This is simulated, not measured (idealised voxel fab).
Process module, titled voxel transistor to metal
FYI the section here is cut, 280 nm wide, cells are 5 nm squares.
We lay out every cross-section as a grid of square cells and spell it out in bands from the top down, where one band means one or more rows of cells.
Basically the band line says how high the top is and how high the bottom is, in nm, and then what's in it from left to right, every material with its width in nm. Empty space shows up as "air", and if a single material carries "throughout" it runs the full band edge to edge.
Height datum 0, below which the as-received substrate wafer is one material. Lowest band open at the bottom, running downward: "0 -> down".
The two numbers in a width such as "30 to 40" mark its ends across the band: the first belongs to the top row of cells, the second to the bottom row, and from each row to the next the width moves by the same amount.
You'll sometimes find "nothing changed" written for a step, and that's the way of saying that nowhere in the cross-section did a cell change during that step.
In "Closed cavities" the enclosed voids are listed, meaning empty spaces of 8 cells or larger without any opening to the top. The form is width x height at distance, distance from the left edge, units nm.
Where a step's line continues beyond its settings, the continuation is a remark by the simulator itself on that step.
overlay nm: where the mask lay relative to plan, measured to the right, on steps with a mask; negatives go left.

**Process steps (planned)**
1. RECEIVE | material Si
2. OXIDIZE | depth nm 5
3. CONFORMAL_DEP | material SiN | thk nm 15
4. MASKED_ETCH | tone cover | mask id ACTIVE | width nm 105 | pitch nm 135 | etch materials SiN | depth nm 15 | overlay nm 0
5. MASKED_ETCH | tone cover | mask id ACTIVE | width nm 105 | pitch nm 135 | etch materials SiO2 | depth nm 5 | overlay nm 0
6. MASKED_ETCH | tone cover | mask id ACTIVE | width nm 105 | pitch nm 135 | etch materials Si | depth nm 20 | overlay nm 0
7. OXIDIZE | depth nm 5
8. FILL_DEP | material SiO2 | thk nm 15
9. CMP | height nm 15
10. SELECTIVE_ETCH | etch materials SiO2 | depth nm 15
11. STRIP | etch materials SiN
12. SELECTIVE_ETCH | etch materials SiO2 | depth nm 5
13. OXIDIZE | depth nm 5
14. DIRECTIONAL_DEP | material polySi | thk nm 20
15. DIRECTIONAL_DEP | material SiCN | thk nm 15
16. PATTERN | tone cover | mask id GATE | material resist | width nm 25 | pitch nm 135 | thk nm 15 | overlay nm 0
17. DIRECTIONAL_ETCH | etch materials SiCN | depth nm 25
18. DIRECTIONAL_ETCH | etch materials polySi | depth nm 30
19. STRIP | etch materials resist
20. CONFORMAL_DEP | material SiO2 | thk nm 5
21. DIRECTIONAL_ETCH | etch materials SiO2 | depth nm 5
22. CONFORMAL_DEP | material SiN | thk nm 5
23. DIRECTIONAL_ETCH | etch materials SiN | depth nm 5
24. DIRECTIONAL_ETCH | etch materials SiO2 | depth nm 5
25. DIRECTIONAL_ETCH | etch materials Si | depth nm 5
26. EPI | material nSi | thk nm 10
27. FILL_DEP | material SiO2 | thk nm 10
28. CMP | height nm 15
29. STRIP | etch materials polySi
30. SELECTIVE_ETCH | etch materials SiO2 | depth nm 5
31. CONFORMAL_DEP | material HfO2 | thk nm 5
32. CONFORMAL_DEP | material TiN | thk nm 5
33. FILL_DEP | material W | thk nm 5
34. CMP | height nm 10
35. DIRECTIONAL_DEP | material SiO2 | thk nm 10
36. DIRECTIONAL_DEP | material aC | thk nm 10
37. PATTERN | tone open | mask id CONTACT | material resist | width nm 20 | thk nm 30 | overlay nm 0
38. DIRECTIONAL_ETCH | etch materials aC | depth nm 10
39. STRIP | etch materials resist
40. DIRECTIONAL_ETCH | etch materials SiO2 | depth nm 25
41. STRIP | etch materials aC
42. CONFORMAL_DEP | material TiN | thk nm 5
43. FILL_DEP | material W | thk nm 10
44. CMP | height nm 20
45. DIRECTIONAL_DEP | material TiN | thk nm 5
46. DIRECTIONAL_DEP | material Ru | thk nm 20
47. PATTERN | tone cover | mask id METAL_1 | material resist | width nm 20 | thk nm 20 | overlay nm 0
48. DIRECTIONAL_ETCH | etch materials Ru | depth nm 20
49. DIRECTIONAL_ETCH | etch materials TiN | depth nm 5
50. STRIP | etch materials resist
51. CONFORMAL_DEP | material SiCN | thk nm 5
52. FILL_DEP | material lowk | thk nm 10
53. CMP | height nm 45
54. CONFORMAL_DEP | material SiCN | thk nm 5
55. DIRECTIONAL_DEP | material lowk | thk nm 30
56. PATTERN | tone open | mask id METAL_2 | material resist | width nm 20 | pitch nm 135 | thk nm 15 | overlay nm 0
57. DIRECTIONAL_ETCH | etch materials lowk | depth nm 20
58. STRIP | etch materials resist
59. PATTERN | tone open | mask id METAL_2_HOLES | material resist | width nm 15 | pitch nm 135 | thk nm 15 | overlay nm 0
60. DIRECTIONAL_ETCH | etch materials lowk | depth nm 10
61. DIRECTIONAL_ETCH | etch materials SiCN | depth nm 5
62. STRIP | etch materials resist
63. CONFORMAL_DEP | material TiN | thk nm 5
64. FILL_DEP | material Ru | thk nm 5
65. CMP | height nm 80
66. CONFORMAL_DEP | material SiN | thk nm 5

**As-received wafer cross-section (after step 1)**
  0 -> down = Si throughout
  Closed cavities: none

**Run as planned - first of the two wafers cross-sectioned at the end of the module**
  85 -> 80 = SiN throughout
  80 -> 65 = 25 of lowk, then 5 of TiN, then 10 of Ru, then 5 of TiN, then 115 of lowk, then 5 of TiN, then 10 of Ru, then 5 of TiN, then 100 of lowk
  65 -> 60 = 25 of lowk, then 5 of TiN, then 5 of Ru, then 10 of TiN, then 115 of lowk, then 5 of TiN, then 5 of Ru, then 10 of TiN, then 100 of lowk
  60 -> 50 = 25 of lowk, then 5 of TiN, then 5 of Ru, then 5 of TiN, then 120 of lowk, then 5 of TiN, then 5 of Ru, then 5 of TiN, then 105 of lowk
  50 -> 45 = 25 of SiCN, then 15 of TiN, then 120 of SiCN, then 15 of TiN, then 105 of SiCN
  45 -> 25 = 20 of lowk, then 5 of SiCN, then 20 of Ru, then 5 of SiCN, then 45 of lowk, then 5 of SiCN, then 20 of Ru, then 5 of SiCN, then 30 of lowk, then 5 of SiCN, then 20 of Ru, then 5 of SiCN, then 45 of lowk, then 5 of SiCN, then 20 of Ru, then 5 of SiCN, then 20 of lowk
  25 -> 20 = 25 of SiCN, then 20 of TiN, then 55 of SiCN, then 20 of TiN, then 40 of SiCN, then 20 of TiN, then 55 of SiCN, then 20 of TiN, then 25 of SiCN
  20 -> 10 = 25 of SiO2, then 5 of TiN, then 10 of W, then 5 of TiN, then 55 of SiO2, then 5 of TiN, then 10 of W, then 5 of TiN, then 40 of SiO2, then 5 of TiN, then 10 of W, then 5 of TiN, then 55 of SiO2, then 5 of TiN, then 10 of W, then 5 of TiN, then 25 of SiO2
  10 -> 0 = 25 of SiO2, then 5 of TiN, then 10 to 5 of W, then 5 to 10 of TiN, then 5 of SiO2, then 5 of SiN, then 5 of HfO2, then 5 of TiN, then 15 of W, then 5 of TiN, then 5 of HfO2, then 5 of SiN, then 5 of SiO2, then 5 to 10 of TiN, then 10 to 5 of W, then 5 of TiN, then 40 of SiO2, then 5 of TiN, then 10 to 5 of W, then 5 to 10 of TiN, then 5 of SiO2, then 5 of SiN, then 5 of HfO2, then 5 of TiN, then 15 of W, then 5 of TiN, then 5 of HfO2, then 5 of SiN, then 5 of SiO2, then 5 to 10 of TiN, then 10 to 5 of W, then 5 of TiN, then 25 of SiO2
  0 -> -5 = 25 of SiO2, then 15 of TiN, then 10 of nSi, then 5 of SiN, then 5 of HfO2, then 25 of TiN, then 5 of HfO2, then 5 of SiN, then 10 of nSi, then 15 of TiN, then 40 of SiO2, then 15 of TiN, then 10 of nSi, then 5 of SiN, then 5 of HfO2, then 25 of TiN, then 5 of HfO2, then 5 of SiN, then 10 of nSi, then 15 of TiN, then 25 of SiO2
  -5 -> -10 = 20 of SiO2, then 30 of nSi, then 5 of SiO2, then 35 of HfO2, then 5 of SiO2, then 30 of nSi, then 30 of SiO2, then 30 of nSi, then 5 of SiO2, then 35 of HfO2, then 5 of SiO2, then 30 of nSi, then 20 of SiO2
  -10 -> -15 = 25 of SiO2, then 25 of nSi, then 45 of Si, then 25 of nSi, then 40 of SiO2, then 25 of nSi, then 45 of Si, then 25 of nSi, then 25 of SiO2
  -15 -> -30 = 25 of SiO2, then 95 of Si, then 40 of SiO2, then 95 of Si, then 25 of SiO2
  -30 -> down = Si throughout
  Closed cavities: none

**Module end: cross-section of wafer two of two. Same start and process plan as the first wafer. One mistake during execution**
  85 -> 80 = SiN throughout
  80 -> 65 = 20 of lowk, then 5 of TiN, then 20 of Ru, then 5 of TiN, then 105 of lowk, then 5 of TiN, then 20 of Ru, then 5 of TiN, then 95 of lowk
  65 -> 60 = 20 of lowk, then 10 of TiN, then 5 of Ru, then 15 of TiN, then 105 of lowk, then 10 of TiN, then 5 of Ru, then 15 of TiN, then 95 of lowk
  60 -> 50 = 25 of lowk, then 5 of TiN, then 5 of Ru, then 5 of TiN, then 120 of lowk, then 5 of TiN, then 5 of Ru, then 5 of TiN, then 105 of lowk
  50 -> 45 = 25 of SiCN, then 15 of TiN, then 120 of SiCN, then 15 of TiN, then 105 of SiCN
  45 -> 25 = 20 of lowk, then 5 of SiCN, then 20 of Ru, then 5 of SiCN, then 45 of lowk, then 5 of SiCN, then 20 of Ru, then 5 of SiCN, then 30 of lowk, then 5 of SiCN, then 20 of Ru, then 5 of SiCN, then 45 of lowk, then 5 of SiCN, then 20 of Ru, then 5 of SiCN, then 20 of lowk
  25 -> 20 = 25 of SiCN, then 20 of TiN, then 55 of SiCN, then 20 of TiN, then 40 of SiCN, then 20 of TiN, then 55 of SiCN, then 20 of TiN, then 25 of SiCN
  20 -> 10 = 25 of SiO2, then 5 of TiN, then 10 of W, then 5 of TiN, then 55 of SiO2, then 5 of TiN, then 10 of W, then 5 of TiN, then 40 of SiO2, then 5 of TiN, then 10 of W, then 5 of TiN, then 55 of SiO2, then 5 of TiN, then 10 of W, then 5 of TiN, then 25 of SiO2
  10 -> 0 = 25 of SiO2, then 5 of TiN, then 10 to 5 of W, then 5 to 10 of TiN, then 5 of SiO2, then 5 of SiN, then 5 of HfO2, then 5 of TiN, then 15 of W, then 5 of TiN, then 5 of HfO2, then 5 of SiN, then 5 of SiO2, then 5 to 10 of TiN, then 10 to 5 of W, then 5 of TiN, then 40 of SiO2, then 5 of TiN, then 10 to 5 of W, then 5 to 10 of TiN, then 5 of SiO2, then 5 of SiN, then 5 of HfO2, then 5 of TiN, then 15 of W, then 5 of TiN, then 5 of HfO2, then 5 of SiN, then 5 of SiO2, then 5 to 10 of TiN, then 10 to 5 of W, then 5 of TiN, then 25 of SiO2
  0 -> -5 = 25 of SiO2, then 15 of TiN, then 10 of nSi, then 5 of SiN, then 5 of HfO2, then 25 of TiN, then 5 of HfO2, then 5 of SiN, then 10 of nSi, then 15 of TiN, then 40 of SiO2, then 15 of TiN, then 10 of nSi, then 5 of SiN, then 5 of HfO2, then 25 of TiN, then 5 of HfO2, then 5 of SiN, then 10 of nSi, then 15 of TiN, then 25 of SiO2
  -5 -> -10 = 20 of SiO2, then 30 of nSi, then 5 of SiO2, then 35 of HfO2, then 5 of SiO2, then 30 of nSi, then 30 of SiO2, then 30 of nSi, then 5 of SiO2, then 35 of HfO2, then 5 of SiO2, then 30 of nSi, then 20 of SiO2
  -10 -> -15 = 25 of SiO2, then 25 of nSi, then 45 of Si, then 25 of nSi, then 40 of SiO2, then 25 of nSi, then 45 of Si, then 25 of nSi, then 25 of SiO2
  -15 -> -30 = 25 of SiO2, then 95 of Si, then 40 of SiO2, then 95 of Si, then 25 of SiO2
  -30 -> down = Si throughout
  Closed cavities: none
What broke from the plan during processing? step 56 ran as: PATTERN | tone open | mask id METAL_2 | material resist | width nm 30 | pitch nm 135 | thk nm 15 | overlay nm 0
Wrapping up, a cell-based count of both wafers puts the second over or under the first for these materials: 12 more of Ru, 4 more of TiN, 16 fewer of lowk
